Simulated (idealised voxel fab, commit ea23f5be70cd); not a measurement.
The following is a process module called voxel transistor to metal.
cross-section cut | 285 nm wide | cells 5 nm
In this document a cross-section is written as a grid of square cells. It is given as a series of bands, listed from the top down, and a band is one or more rows of cells. Basically the band line says how high the top is and how high the bottom is, in nm, and then what's in it from left to right, every material with its width in nm. Empty space shows up as "empty", and if a single material carries "everywhere" it runs the full band edge to edge. Height reference: 0 = level under which incoming wafer is all one material. Lowest band: no bottom, runs on downward, e.g. "0 -> down". Quick explanation for "30->40": the width changes in equal steps down the rows of cells, from the first number in the band's top row to the second number in its bottom row. "no modification" after a step means that no cell of the cross-section changed. The list in "Fully sealed cavities" covers empty spaces of 8 cells or more that cannot reach the top through any open way, and it gives each as width x height at distance; the distance is from the left edge, and width, height and distance are in nm. Post-settings text on a step line: simulator's own remark regarding the step. "overlay nm" answers the question of how far to the right of plan the mask lay on a step that has a mask, and when it is negative the answer is to the left.

-- Steps in the process plan
1. RECEIVE, material Si
2. OXIDIZE, depth nm 5
3. CONFORMAL_DEP, material SiN, thk nm 10
4. PATTERN, tone cover, mask id ACTIVE, material resist, width nm 100, pitch nm 125, thk nm 20, overlay nm 0
5. DIRECTIONAL_ETCH, etch materials SiN, depth nm 10
6. DIRECTIONAL_ETCH, etch materials SiO2, depth nm 5
7. DIRECTIONAL_ETCH, etch materials Si, depth nm 25
8. STRIP, etch materials resist
9. FILL_DEP, material SiO2, thk nm 10
10. CMP, height nm 10
11. SELECTIVE_ETCH, etch materials SiO2, depth nm 5
12. STRIP, etch materials SiN
13. SELECTIVE_ETCH, etch materials SiO2, depth nm 5
14. OXIDIZE, depth nm 5
15. DIRECTIONAL_DEP, material polySi, thk nm 25
16. DIRECTIONAL_DEP, material SiCN, thk nm 10
17. DIRECTIONAL_DEP, material aC, thk nm 10
18. PATTERN, tone cover, mask id GATE, material resist, width nm 20, pitch nm 125, thk nm 30, overlay nm 0
19. DIRECTIONAL_ETCH, etch materials aC, depth nm 10
20. STRIP, etch materials resist
21. DIRECTIONAL_ETCH, etch materials SiCN, depth nm 20
22. DIRECTIONAL_ETCH, etch materials polySi, depth nm 35
23. STRIP, etch materials aC
24. CONFORMAL_DEP, material SiN, thk nm 10
25. DIRECTIONAL_ETCH, etch materials SiN, depth nm 10
26. DIRECTIONAL_ETCH, etch materials SiO2, depth nm 5
27. EPI, material SiGe, thk nm 5
28. FILL_DEP, material SiO2, thk nm 10
29. CMP, height nm 30
30. DIRECTIONAL_DEP, material SiO2, thk nm 15
31. MASKED_ETCH, tone open, mask id CONTACT, width nm 30, etch materials SiO2, depth nm 50, overlay nm 0
32. CONFORMAL_DEP, material TiN, thk nm 5
33. FILL_DEP, material W, thk nm 10
34. CMP, height nm 45
35. CONFORMAL_DEP, material SiCN, thk nm 5
36. DIRECTIONAL_DEP, material lowk, thk nm 25
37. MASKED_ETCH, tone open, mask id METAL_1, width nm 15, etch materials lowk, depth nm 25, overlay nm 0
38. MASKED_ETCH, tone open, mask id METAL_1, width nm 15, etch materials SiCN, depth nm 5, overlay nm 0
39. CONFORMAL_DEP, material TiN, thk nm 5
40. FILL_DEP, material Ru, thk nm 10
41. CMP, height nm 75
42. EPI, material Ru, thk nm 5
43. FILL_DEP, material SiCN, thk nm 5

-- Step 1 complete: cross-section of the wafer as received
0 -> down: Si everywhere
Fully sealed cavities: none

-- Module complete - cross-section of the first of two wafers, run according to plan
85 -> 80: SiCN everywhere
80 -> 75: 30 SiCN / 25 Ru / 50 SiCN / 25 Ru / 25 SiCN / 25 Ru / 50 SiCN / 25 Ru / 30 SiCN
75 -> 50: 35 lowk / 5 TiN / 5 Ru / 5 TiN / 60 lowk / 5 TiN / 5 Ru / 5 TiN / 35 lowk / 5 TiN / 5 Ru / 5 TiN / 60 lowk / 5 TiN / 5 Ru / 5 TiN / 35 lowk
50 -> 45: 35 SiCN / 15 TiN / 60 SiCN / 15 TiN / 35 SiCN / 15 TiN / 60 SiCN / 15 TiN / 35 SiCN
45 -> 35: 35 SiO2 / 5 TiN / 20 W / 5 TiN / 30 SiO2 / 5 TiN / 20 W / 5 TiN / 35 SiO2 / 5 TiN / 20 W / 5 TiN / 30 SiO2 / 5 TiN / 20 W / 5 TiN / 35 SiO2
35 -> 30: 35 SiO2 / 5 TiN / 15 W / 10 TiN / 30 SiO2 / 10 TiN / 15 W / 5 TiN / 35 SiO2 / 5 TiN / 15 W / 10 TiN / 30 SiO2 / 10 TiN / 15 W / 5 TiN / 35 SiO2
30 -> 20: 35 SiO2 / 5 TiN / 15 W / 5 TiN / 10 SiN / 20 SiCN / 10 SiN / 5 TiN / 15 W / 5 TiN / 35 SiO2 / 5 TiN / 15 W / 5 TiN / 10 SiN / 20 SiCN / 10 SiN / 5 TiN / 15 W / 5 TiN / 35 SiO2
20 -> 0: 35 SiO2 / 5 TiN / 15 W / 5 TiN / 10 SiN / 20 polySi / 10 SiN / 5 TiN / 15 W / 5 TiN / 35 SiO2 / 5 TiN / 15 W / 5 TiN / 10 SiN / 20 polySi / 10 SiN / 5 TiN / 15 W / 5 TiN / 35 SiO2
0 -> -5: 25 SiO2 / 10 SiN / 25 TiN / 10 SiN / 20 polySi / 10 SiN / 25 TiN / 10 SiN / 15 SiO2 / 10 SiN / 25 TiN / 10 SiN / 20 polySi / 10 SiN / 25 TiN / 10 SiN / 25 SiO2
-5 -> -10: 35 SiO2 / 25 SiGe / 40 SiO2 / 25 SiGe / 35 SiO2 / 25 SiGe / 40 SiO2 / 25 SiGe / 35 SiO2
-10 -> -30: 30 SiO2 / 100 Si / 25 SiO2 / 100 Si / 30 SiO2
-30 -> down: Si everywhere
Fully sealed cavities: none

-- Wafer two, sectioned after the module: the first wafer's start, the first wafer's plan, and one mistake in how it was run
85 -> 80: SiCN everywhere
80 -> 75: 30 SiCN / 25 Ru / 50 SiCN / 25 Ru / 25 SiCN / 25 Ru / 50 SiCN / 25 Ru / 30 SiCN
75 -> 55: 35 lowk / 5 TiN / 5 Ru / 5 TiN / 60 lowk / 5 TiN / 5 Ru / 5 TiN / 35 lowk / 5 TiN / 5 Ru / 5 TiN / 60 lowk / 5 TiN / 5 Ru / 5 TiN / 35 lowk
55 -> 50: 35 lowk / 15 TiN / 60 lowk / 15 TiN / 35 lowk / 15 TiN / 60 lowk / 15 TiN / 35 lowk
50 -> 45: SiO2 everywhere
45 -> 35: 35 SiO2 / 5 TiN / 20 W / 5 TiN / 30 SiO2 / 5 TiN / 20 W / 5 TiN / 35 SiO2 / 5 TiN / 20 W / 5 TiN / 30 SiO2 / 5 TiN / 20 W / 5 TiN / 35 SiO2
35 -> 30: 35 SiO2 / 5 TiN / 15 W / 10 TiN / 30 SiO2 / 10 TiN / 15 W / 5 TiN / 35 SiO2 / 5 TiN / 15 W / 10 TiN / 30 SiO2 / 10 TiN / 15 W / 5 TiN / 35 SiO2
30 -> 20: 35 SiO2 / 5 TiN / 15 W / 5 TiN / 10 SiN / 20 SiCN / 10 SiN / 5 TiN / 15 W / 5 TiN / 35 SiO2 / 5 TiN / 15 W / 5 TiN / 10 SiN / 20 SiCN / 10 SiN / 5 TiN / 15 W / 5 TiN / 35 SiO2
20 -> 0: 35 SiO2 / 5 TiN / 15 W / 5 TiN / 10 SiN / 20 polySi / 10 SiN / 5 TiN / 15 W / 5 TiN / 35 SiO2 / 5 TiN / 15 W / 5 TiN / 10 SiN / 20 polySi / 10 SiN / 5 TiN / 15 W / 5 TiN / 35 SiO2
0 -> -5: 25 SiO2 / 10 SiN / 25 TiN / 10 SiN / 20 polySi / 10 SiN / 25 TiN / 10 SiN / 15 SiO2 / 10 SiN / 25 TiN / 10 SiN / 20 polySi / 10 SiN / 25 TiN / 10 SiN / 25 SiO2
-5 -> -10: 35 SiO2 / 25 SiGe / 40 SiO2 / 25 SiGe / 35 SiO2 / 25 SiGe / 40 SiO2 / 25 SiGe / 35 SiO2
-10 -> -30: 30 SiO2 / 100 Si / 25 SiO2 / 100 Si / 30 SiO2
-30 -> down: Si everywhere
Fully sealed cavities: none
The plan and the run diverged here: step 35 was not run as planned; what actually ran was CONFORMAL_DEP, material SiO2, thk nm 5
Per the end-of-run cell counts, the second wafer holds more or fewer of some materials than the first: Ru -4; SiCN -45; SiO2 +57; TiN -8
